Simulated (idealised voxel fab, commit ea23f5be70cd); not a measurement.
process module | voxel fin reveal
cross-section cut | 265 nm wide | cells 5 nm
A cross-section is a grid of square cells, given in bands from the top down. A band is one or more rows of cells.
Each band's line starts with the height of the band's top and of its bottom, in nm. Then come its materials from left to right, each with its width in nm. One material with "throughout" fills the band from edge to edge. "air" is empty space.
Height 0 is the level under which the wafer as received is all one material. The lowest band goes on downwards, as in "0 down".
A width such as "30 to 40" changes by the same amount from each row of cells to the next, from the band's top row to its bottom row.
"no change" after a step means that no cell of the cross-section changed.
closed voids: empty space of 8 cells or more with no open way to the top, each as width x height at its distance from the left edge, in nm
after a step's settings: what the simulator itself notes on the step
overlay nm, on a step with a mask: how far to the right of its planned place the mask lay; to the left if negative
plan
1 op RECEIVE | material Si
2 op CONFORMAL_DEP | material SiN | thk nm 5
3 op MASKED_ETCH | tone cover | mask id FINS | width nm 15 | pitch nm 35 | etch materials SiN | depth nm 5 | overlay nm 0
4 op MASKED_ETCH | tone cover | mask id FINS | width nm 15 | pitch nm 35 | etch materials Si | depth nm 30 | overlay nm 0
5 op OXIDIZE | depth nm 5
6 op FILL_DEP | material SiO2 | thk nm 10
7 op CMP | height nm 5
8 op SELECTIVE_ETCH | etch materials SiO2 | depth nm 15
9 op STRIP | etch materials SiN
10 op CONFORMAL_DEP | material SiO2 | thk nm 5
first wafer, as planned
as received, after step 1
  0 down: Si throughout
  closed voids: none
after step 2
  5 to 0: SiN throughout
  below 0: unchanged
after step 3
  5 to 0: air 105 | SiN 15 | air 20 | SiN 15 | air 110
  below 0: unchanged
after step 4
  5 to 0: air 105 | SiN 15 | air 20 | SiN 15 | air 110
  0 to -30: air 105 | Si 15 | air 20 | Si 15 | air 110
  below -30: unchanged
after step 5
  5 to 0: air 105 | SiN 15 | air 20 | SiN 15 | air 110
  0 to -30: air 105 | SiO2 5 | Si 5 | SiO2 5 | air 20 | SiO2 5 | Si 5 | SiO2 5 | air 110
  -30 to -35: SiO2 110 | Si 5 | SiO2 30 | Si 5 | SiO2 115
  below -35: unchanged
after step 6
  15 to 5: SiO2 throughout
  5 to 0: SiO2 105 | SiN 15 | SiO2 20 | SiN 15 | SiO2 110
  0 to -35: SiO2 110 | Si 5 | SiO2 30 | Si 5 | SiO2 115
  below -35: unchanged
after step 7
  5 to 0: SiO2 105 | SiN 15 | SiO2 20 | SiN 15 | SiO2 110
  below 0: unchanged
after step 8
  5 to 0: air 105 | SiN 15 | air 20 | SiN 15 | air 110
  0 to -10: air 110 | Si 5 | air 30 | Si 5 | air 115
  below -10: unchanged
after step 9
  0 to -10: air 110 | Si 5 | air 30 | Si 5 | air 115
  below -10: unchanged
after step 10
  5 to 0: air 105 | SiO2 15 | air 20 | SiO2 15 | air 110
  0 to -5: air 105 | SiO2 5 | Si 5 | SiO2 5 | air 20 | SiO2 5 | Si 5 | SiO2 5 | air 110
  -5 to -35: SiO2 110 | Si 5 | SiO2 30 | Si 5 | SiO2 115
  below -35: unchanged
second wafer: like start, like plan, one mistake. Through step 7 it matches the first wafer
when step 8 should have ended
  5 to 0: SiO2 105 | air 15 | SiO2 20 | air 15 | SiO2 110
  below 0: unchanged
when step 9 should have ended
  0 to -10: air 110 | Si 5 | air 30 | Si 5 | air 115
  -10 to -15: SiO2 90 | air 20 | Si 5 | air 30 | Si 5 | air 20 | SiO2 95
  below -15: unchanged
when step 10 should have ended
  5 to 0: air 105 | SiO2 15 | air 20 | SiO2 15 | air 110
  0 to -5: air 105 | SiO2 5 | Si 5 | SiO2 5 | air 20 | SiO2 5 | Si 5 | SiO2 5 | air 110
  -5 to -10: SiO2 95 | air 10 | SiO2 5 | Si 5 | SiO2 5 | air 20 | SiO2 5 | Si 5 | SiO2 5 | air 10 | SiO2 100
  -10 to -35: SiO2 110 | Si 5 | SiO2 30 | Si 5 | SiO2 115
  below -35: unchanged
what went wrong: steps 8 and 9 were swapped
at the end the second wafer has, in cells: 8 fewer of SiO2
